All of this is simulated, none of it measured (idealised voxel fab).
You're looking at the process module voxel trench capacitor.
Square cell edge 5 nm, section width 260 nm, ID cut.
In what follows, cross-sections appear as grids of square cells, described through bands that run from the top down, where every band is one or more rows of cells.
Each band's line starts with the height of the band's top and of its bottom, in nm. Then come its materials from left to right, each with its width in nm. One material with "throughout" fills the band from edge to edge. "blank" is empty space.
The level at which height equals 0 is the one under which the wafer, as it arrives, is entirely one material. No lower edge exists for the bottom band, which continues downward and is notated as in "0 and below".
Note: "30->40" means the width goes from the first number (top row of the band) to the second number (bottom row) in equal steps per row of cells.
When a step is marked "no alterations made", none of the cells in the cross-section changed during that step.
Heads up: "Closed void catalog" only lists the empty pockets with no open path to the top that are 8 cells or more, and it writes them as width x height at distance, distance from the left edge, in nm.
Read whatever lies past the settings on a step's line as the simulator's own remark about the step.
A step line may carry the setting "overlay nm", which, for steps involving a mask, states the distance by which the mask lay to the right of its intended position; negative values denote displacement to the left.
This section lists the process steps that were planned:
step 1: RECEIVE, material Si
step 2: CONFORMAL_DEP, material SiN, thk nm 10
step 3: DIRECTIONAL_DEP, material aC, thk nm 15
step 4: PATTERN, tone open, mask id TRENCH, material resist, width nm 30, pitch nm 55, thk nm 30, overlay nm 0
step 5: DIRECTIONAL_ETCH, etch materials aC, depth nm 15
step 6: STRIP, etch materials resist
step 7: DIRECTIONAL_ETCH, etch materials SiN, depth nm 10
step 8: DIRECTIONAL_ETCH, etch materials Si, depth nm 30
step 9: STRIP, etch materials aC
step 10: CONFORMAL_DEP, material HfO2, thk nm 5
step 11: CONFORMAL_DEP, material TiN, thk nm 5
step 12: FILL_DEP, material W, thk nm 10
step 13: CMP, height nm 10
This is the cross-section of the wafer as we received it, i.e. after step 1:
- 0 and below  Si throughout
- Closed void catalog: none
Starting wafer: above. Plan: above. Run: one mistake. Cross-section after the module: below:
- 10 down to 0  W (20) | TiN (5) | HfO2 (5) | SiN (30) | HfO2 (5) | TiN (5) | W (5) | TiN (5) | HfO2 (5) | SiN (30) | HfO2 (5) | TiN (5) | W (5) | TiN (5) | HfO2 (5) | SiN (30) | HfO2 (5) | TiN (5) | W (5) | TiN (5) | HfO2 (5) | SiN (30) | HfO2 (5) | TiN (5) | W (25)
- 0 down to -20  W (20) | TiN (5) | HfO2 (5) | Si (30) | HfO2 (5) | TiN (5) | W (5) | TiN (5) | HfO2 (5) | Si (30) | HfO2 (5) | TiN (5) | W (5) | TiN (5) | HfO2 (5) | Si (30) | HfO2 (5) | TiN (5) | W (5) | TiN (5) | HfO2 (5) | Si (30) | HfO2 (5) | TiN (5) | W (25)
- -20 down to -25  TiN (25) | HfO2 (5) | Si (30) | HfO2 (5) | TiN (15) | HfO2 (5) | Si (30) | HfO2 (5) | TiN (15) | HfO2 (5) | Si (30) | HfO2 (5) | TiN (15) | HfO2 (5) | Si (30) | HfO2 (5) | TiN (30)
- -25 down to -30  HfO2 (30) | Si (30) | HfO2 (25) | Si (30) | HfO2 (25) | Si (30) | HfO2 (25) | Si (30) | HfO2 (35)
- -30 and below  Si throughout
- Closed void catalog: none
Error vs. plan: step 4 went in with a setting other than planned; the actual run was PATTERN, tone cover, mask id TRENCH, material resist, width nm 30, pitch nm 55, thk nm 30, overlay nm 0
